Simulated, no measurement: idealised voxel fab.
Herein follows the process module entitled voxel self aligned vias.
Square cell edge 5 nm, section width 215 nm, ID cut.
This document writes a cross-section as a grid whose cells are square, and gives it as bands, listed from the top down; one or more rows of cells form a band. Heads up on the band format: heights come first, top then bottom, in nm. After that it's the materials left to right, each with its width in nm. A single material flagged "throughout" fills the whole band edge to edge, and "blank" means there's empty space there. Height datum 0, below which the as-received substrate wafer is one material. Lowest band open at the bottom, running downward: "0 down". You'd read "30 to 40" like this: the band's top row of cells is as wide as the first number, its bottom row is as wide as the second, and going down, every row changes width by the same amount as the row before did. "nothing changed" -> step changed no cross-section cell. Closed-off voids of 8+ cells (no open route to the top) go in "Voids lacking openings", written width x height at distance from the left edge, in nm. Read whatever lies past the settings on a step's line as the simulator's own remark about the step. What "overlay nm" on a step's line means: if the step has a mask, that mask lay this far to the right of its planned place, or, when the value is negative, to the left.
This section lists the process steps that were planned:
1) RECEIVE (material Si)
2) CONFORMAL_DEP (material SiO2; thk nm 10)
3) CONFORMAL_DEP (material SiCN; thk nm 5)
4) DIRECTIONAL_DEP (material SiO2; thk nm 20)
5) MASKED_ETCH (tone open; mask id LINES; width nm 20; pitch nm 45; etch materials SiO2; depth nm 20; overlay nm 0)
6) CONFORMAL_DEP (material TiN; thk nm 5)
7) FILL_DEP (material Ru; thk nm 10)
8) CMP (height nm 35)
9) SELECTIVE_ETCH (etch materials W Ru TiN; depth nm 5)
10) FILL_DEP (material SiN; thk nm 5)
11) CMP (height nm 35)
12) DIRECTIONAL_DEP (material SiO2; thk nm 15)
13) DIRECTIONAL_DEP (material aC; thk nm 15)
14) PATTERN (tone open; mask id VIAS; material resist; width nm 30; thk nm 35; overlay nm 0)
15) DIRECTIONAL_ETCH (etch materials aC; depth nm 15)
16) STRIP (etch materials resist)
17) DIRECTIONAL_ETCH (etch materials SiO2; depth nm 15)
18) DIRECTIONAL_ETCH (etch materials SiN; depth nm 5)
19) STRIP (etch materials aC)
20) CONFORMAL_DEP (material TiN; thk nm 5)
21) FILL_DEP (material W; thk nm 10)
22) CMP (height nm 50)
23) CONFORMAL_DEP (material SiN; thk nm 5)
Cross-section of the incoming wafer, state after step 1:
    0 down | Si throughout
    Voids lacking openings: none
Looking at the first of two wafers in cross-section at end of module - ran to plan:
    55 to 50 | SiN throughout
    50 to 40 | SiO2: 70  TiN: 5  W: 20  TiN: 5  SiO2: 115
    40 to 35 | SiO2: 70  TiN: 10  W: 10  TiN: 10  SiO2: 115
    35 to 30 | SiO2: 75  TiN: 20  SiO2: 25  SiN: 20  SiO2: 75
    30 to 20 | SiO2: 75  TiN: 5  Ru: 10  TiN: 5  SiO2: 25  TiN: 5  Ru: 10  TiN: 5  SiO2: 75
    20 to 15 | SiO2: 75  TiN: 20  SiO2: 25  TiN: 20  SiO2: 75
    15 to 10 | SiCN throughout
    10 to 0 | SiO2 throughout
    0 down | Si throughout
    Voids lacking openings: none
Wafer two, end of module, cross-section. Same start, same plan as wafer one. One mistake in the run:
    55 to 50 | SiN throughout
    50 to 40 | SiO2: 70  TiN: 5  W: 20  TiN: 5  SiO2: 115
    40 to 35 | SiO2: 70  TiN: 10  W: 10  TiN: 10  SiO2: 115
    35 to 30 | SiO2: 75  TiN: 20  SiO2: 25  SiN: 20  SiO2: 75
    30 to 20 | SiO2: 75  TiN: 5  Ru: 10  TiN: 5  SiO2: 25  TiN: 5  Ru: 10  TiN: 5  SiO2: 75
    20 to 15 | SiO2: 75  TiN: 20  SiO2: 25  TiN: 20  SiO2: 75
    15 to 5 | SiO2 throughout
    5 to 0 | SiCN throughout
    0 down | Si throughout
    Voids lacking openings: none
It is concluded that the wafer was processed incorrectly with respect to the plan, in that the intended sequence of steps 2 and 3 was reversed during processing, with each occupying the position of the other
Tallied in cells, the final second wafer holds each material in the same quantity as the first, although not at the same places.
